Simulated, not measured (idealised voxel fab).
process module | voxel gate over fins
cross-section cut | 220 nm wide | cells 5 nm
A cross-section is a grid of square cells, given in bands from the top down. A band is one or more rows of cells.
Each band's line starts with the height of the band's top and of its bottom, in nm. Then come its materials from left to right, each with its width in nm. One material with "throughout" fills the band from edge to edge. "air" is empty space.
Height 0 is the level under which the wafer as received is all one material. The lowest band goes on downwards, as in "0 down".
A width such as "30 to 40" changes by the same amount from each row of cells to the next, from the band's top row to its bottom row.
"no change" after a step means that no cell of the cross-section changed.
closed voids: empty space of 8 cells or more with no open way to the top, each as width x height at its distance from the left edge, in nm
after a step's settings: what the simulator itself notes on the step
overlay nm, on a step with a mask: how far to the right of its planned place the mask lay; to the left if negative
plan
1 op RECEIVE | material Si
2 op CONFORMAL_DEP | material SiN | thk nm 5
3 op DIRECTIONAL_DEP | material aC | thk nm 10
4 op PATTERN | tone cover | mask id FINS | material resist | width nm 15 | pitch nm 40 | thk nm 25 | overlay nm 0
5 op DIRECTIONAL_ETCH | etch materials aC | depth nm 10
6 op STRIP | etch materials resist
7 op DIRECTIONAL_ETCH | etch materials SiN | depth nm 5
8 op DIRECTIONAL_ETCH | etch materials Si | depth nm 30
9 op STRIP | etch materials aC
10 op FILL_DEP | material SiO2 | thk nm 10
11 op CMP | height nm 5
12 op SELECTIVE_ETCH | etch materials SiO2 | depth nm 20
13 op STRIP | etch materials SiN
14 op CONFORMAL_DEP | material HfO2 | thk nm 5
15 op CONFORMAL_DEP | material TiN | thk nm 5
16 op FILL_DEP | material W | thk nm 15
17 op CMP | height nm 20
18 op CONFORMAL_DEP | material SiN | thk nm 5
first wafer, as planned
as received, after step 1
  0 down: Si throughout
  closed voids: none
after step 2
  5 to 0: SiN throughout
  below 0: unchanged
after step 3
  15 to 5: aC throughout
  below 5: unchanged
after step 4
  40 to 15: air 80 | resist 15 | air 25 | resist 15 | air 85
  below 15: unchanged
after step 5
  30 to 15: air 80 | resist 15 | air 25 | resist 15 | air 85
  15 to 5: air 80 | aC 15 | air 25 | aC 15 | air 85
  below 5: unchanged
after step 6
  15 to 5: air 80 | aC 15 | air 25 | aC 15 | air 85
  below 5: unchanged
after step 7
  15 to 5: air 80 | aC 15 | air 25 | aC 15 | air 85
  5 to 0: air 80 | SiN 15 | air 25 | SiN 15 | air 85
  below 0: unchanged
after step 8
  15 to 5: air 80 | aC 15 | air 25 | aC 15 | air 85
  5 to 0: air 80 | SiN 15 | air 25 | SiN 15 | air 85
  0 to -30: air 80 | Si 15 | air 25 | Si 15 | air 85
  below -30: unchanged
after step 9
  5 to 0: air 80 | SiN 15 | air 25 | SiN 15 | air 85
  below 0: unchanged
after step 10
  15 to 5: SiO2 throughout
  5 to 0: SiO2 80 | SiN 15 | SiO2 25 | SiN 15 | SiO2 85
  0 to -30: SiO2 80 | Si 15 | SiO2 25 | Si 15 | SiO2 85
  below -30: unchanged
after step 11
  5 to 0: SiO2 80 | SiN 15 | SiO2 25 | SiN 15 | SiO2 85
  below 0: unchanged
after step 12
  5 to 0: air 80 | SiN 15 | air 25 | SiN 15 | air 85
  0 to -15: air 80 | Si 15 | air 25 | Si 15 | air 85
  below -15: unchanged
after step 13
  0 to -15: air 80 | Si 15 | air 25 | Si 15 | air 85
  below -15: unchanged
after step 14
  5 to 0: air 75 | HfO2 25 | air 15 | HfO2 25 | air 80
  0 to -10: air 75 | HfO2 5 | Si 15 | HfO2 5 | air 15 | HfO2 5 | Si 15 | HfO2 5 | air 80
  -10 to -15: HfO2 80 | Si 15 | HfO2 25 | Si 15 | HfO2 85
  below -15: unchanged
after step 15
  10 to 5: air 70 | TiN 35 | air 5 | TiN 35 | air 75
  5 to 0: air 70 | TiN 5 | HfO2 25 | TiN 5 | air 5 | TiN 5 | HfO2 25 | TiN 5 | air 75
  0 to -5: air 70 | TiN 5 | HfO2 5 | Si 15 | HfO2 5 | TiN 5 | air 5 | TiN 5 | HfO2 5 | Si 15 | HfO2 5 | TiN 5 | air 75
  -5 to -10: TiN 75 | HfO2 5 | Si 15 | HfO2 5 | TiN 15 | HfO2 5 | Si 15 | HfO2 5 | TiN 80
  below -10: unchanged
after step 16
  25 to 10: W throughout
  10 to 5: W 70 | TiN 35 | W 5 | TiN 35 | W 75
  5 to 0: W 70 | TiN 5 | HfO2 25 | TiN 5 | W 5 | TiN 5 | HfO2 25 | TiN 5 | W 75
  0 to -5: W 70 | TiN 5 | HfO2 5 | Si 15 | HfO2 5 | TiN 5 | W 5 | TiN 5 | HfO2 5 | Si 15 | HfO2 5 | TiN 5 | W 75
  below -5: unchanged
after step 17
  20 to 10: W throughout
  below 10: unchanged
after step 18
  25 to 20: SiN throughout
  below 20: unchanged
second wafer: like start, like plan, one mistake. Through step 7 it matches the first wafer
when step 8 should have ended
  15 to 5: air 80 | aC 15 | air 25 | aC 15 | air 85
  5 to 0: air 80 | SiN 15 | air 25 | SiN 15 | air 85
  0 to -60: air 80 | Si 15 | air 25 | Si 15 | air 85
  below -60: unchanged
when step 9 should have ended
  5 to 0: air 80 | SiN 15 | air 25 | SiN 15 | air 85
  below 0: unchanged
when step 10 should have ended
  15 to 5: SiO2 throughout
  5 to 0: SiO2 80 | SiN 15 | SiO2 25 | SiN 15 | SiO2 85
  0 to -60: SiO2 80 | Si 15 | SiO2 25 | Si 15 | SiO2 85
  below -60: unchanged
when step 11 should have ended
  5 to 0: SiO2 80 | SiN 15 | SiO2 25 | SiN 15 | SiO2 85
  below 0: unchanged
when step 12 should have ended
  5 to 0: air 80 | SiN 15 | air 25 | SiN 15 | air 85
  0 to -15: air 80 | Si 15 | air 25 | Si 15 | air 85
  below -15: unchanged
when step 13 should have ended
  0 to -15: air 80 | Si 15 | air 25 | Si 15 | air 85
  below -15: unchanged
when step 14 should have ended
  5 to 0: air 75 | HfO2 25 | air 15 | HfO2 25 | air 80
  0 to -10: air 75 | HfO2 5 | Si 15 | HfO2 5 | air 15 | HfO2 5 | Si 15 | HfO2 5 | air 80
  -10 to -15: HfO2 80 | Si 15 | HfO2 25 | Si 15 | HfO2 85
  below -15: unchanged
when step 15 should have ended
  10 to 5: air 70 | TiN 35 | air 5 | TiN 35 | air 75
  5 to 0: air 70 | TiN 5 | HfO2 25 | TiN 5 | air 5 | TiN 5 | HfO2 25 | TiN 5 | air 75
  0 to -5: air 70 | TiN 5 | HfO2 5 | Si 15 | HfO2 5 | TiN 5 | air 5 | TiN 5 | HfO2 5 | Si 15 | HfO2 5 | TiN 5 | air 75
  -5 to -10: TiN 75 | HfO2 5 | Si 15 | HfO2 5 | TiN 15 | HfO2 5 | Si 15 | HfO2 5 | TiN 80
  below -10: unchanged
when step 16 should have ended
  25 to 10: W throughout
  10 to 5: W 70 | TiN 35 | W 5 | TiN 35 | W 75
  5 to 0: W 70 | TiN 5 | HfO2 25 | TiN 5 | W 5 | TiN 5 | HfO2 25 | TiN 5 | W 75
  0 to -5: W 70 | TiN 5 | HfO2 5 | Si 15 | HfO2 5 | TiN 5 | W 5 | TiN 5 | HfO2 5 | Si 15 | HfO2 5 | TiN 5 | W 75
  below -5: unchanged
when step 17 should have ended
  20 to 10: W throughout
  below 10: unchanged
when step 18 should have ended
  25 to 20: SiN throughout
  below 20: unchanged
what went wrong: step 8 was run twice
at the end the second wafer has, in cells: 228 fewer of Si | 228 more of SiO2
